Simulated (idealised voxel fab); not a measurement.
voxel released beams: a process module
The cross-section on display is named cut; it measures 225 nm wide, and its cells are 5 nm squares.
Cross-section format: a grid of square cells, given as bands from top to bottom; each band is one or more rows of cells. Look at the band entry: it leads with the top's height and the bottom's height in nm. Then it lists the materials left to right, with a width in nm for each. The word "everywhere" on a single material says that material fills the band edge to edge. The word "air" is empty space. Height 0 is the level under which the wafer as received is all one material. The lowest band goes on downwards, as in "z 0 and below". A width such as "30->40" changes by the same amount from each row of cells to the next, from the band's top row to its bottom row. Where the words "nothing different" appear for a step, the cross-section shows no cell changed by that step; every cell remained as before. Listed in "Enclosed empty spaces": every empty space of 8 or more cells without an open way to the top. Form: width x height at distance, the distance being from the left edge, all in nm. It should be noted that, on the line of a given step, the content following the step's settings is a remark produced by the simulator itself with respect to that step. A step's line can hold "overlay nm"; with a mask on that step, the setting says how far right of the planned place the mask lay, while a negative setting says it lay to the left.
**Process steps - plan**
1) RECEIVE, material Si
2) CONFORMAL_DEP, material Al2O3, thk nm 5
3) DIRECTIONAL_DEP, material SiO2, thk nm 15
4) MASKED_ETCH, tone open, mask id ANCHOR, width nm 35, etch materials SiO2, depth nm 15, overlay nm 0
5) CONFORMAL_DEP, material SiN, thk nm 10
6) MASKED_ETCH, tone cover, mask id BEAM, width nm 100, etch materials SiN, depth nm 10, overlay nm 0
7) STRIP, etch materials SiO2
**First of the two wafers, run per plan**
**Wafer cross-section on receipt, i.e. after step 1**
z 0 and below  Si everywhere
Enclosed empty spaces: none
**Presented here is a cross-section of the wafer after step 2 has been performed**
z 5 to 0  Al2O3 everywhere
Beneath the level 0, the cross-section is identical to its previous state.
**Presented here is a cross-section of the wafer after step 3 has been performed**
z 20 to 5  SiO2 everywhere
Beneath the level 5, the cross-section is identical to its previous state.
**Presented here is a cross-section of the wafer after step 4 has been performed**
z 20 to 5  SiO2 65 nm / air 35 nm / SiO2 125 nm
Beneath the level 5, the cross-section is identical to its previous state.
**Presented here is a cross-section of the wafer after step 5 has been performed**
z 30 to 20  SiN 75 nm / air 15 nm / SiN 135 nm
z 20 to 15  SiO2 65 nm / SiN 10 nm / air 15 nm / SiN 10 nm / SiO2 125 nm
z 15 to 5  SiO2 65 nm / SiN 35 nm / SiO2 125 nm
Beneath the level 5, the cross-section is identical to its previous state.
**Presented here is a cross-section of the wafer after step 6 has been performed**
z 30 to 20  air 60 nm / SiN 15 nm / air 15 nm / SiN 70 nm / air 65 nm
Beneath the level 20, the cross-section is identical to its previous state.
**Presented here is a cross-section of the wafer after step 7 has been performed**
z 30 to 20  air 60 nm / SiN 15 nm / air 15 nm / SiN 70 nm / air 65 nm
z 20 to 15  air 65 nm / SiN 10 nm / air 15 nm / SiN 10 nm / air 125 nm
z 15 to 5  air 65 nm / SiN 35 nm / air 125 nm
Beneath the level 5, the cross-section is identical to its previous state.
**Second wafer, same starting conditions and recipe as the first, one mistake in executing it, nothing differs from the first up to and including step 6**
**X-section, second wafer, when step 7 was due to finish**
z 30 to 20  air 60 nm / SiN 15 nm / air 15 nm / SiN 70 nm / air 65 nm
z 20 to 15  air 65 nm / SiN 10 nm / air 15 nm / SiN 10 nm / air 125 nm
z 15 to 5  air 65 nm / SiN 35 nm / air 125 nm
Beneath the level 5, the cross-section is identical to its previous state.
So what did we get wrong on this run? twice, step 7 of the plan was run
Same final cross-section on the two wafers, so the model's numbers don't move because of the mistake.
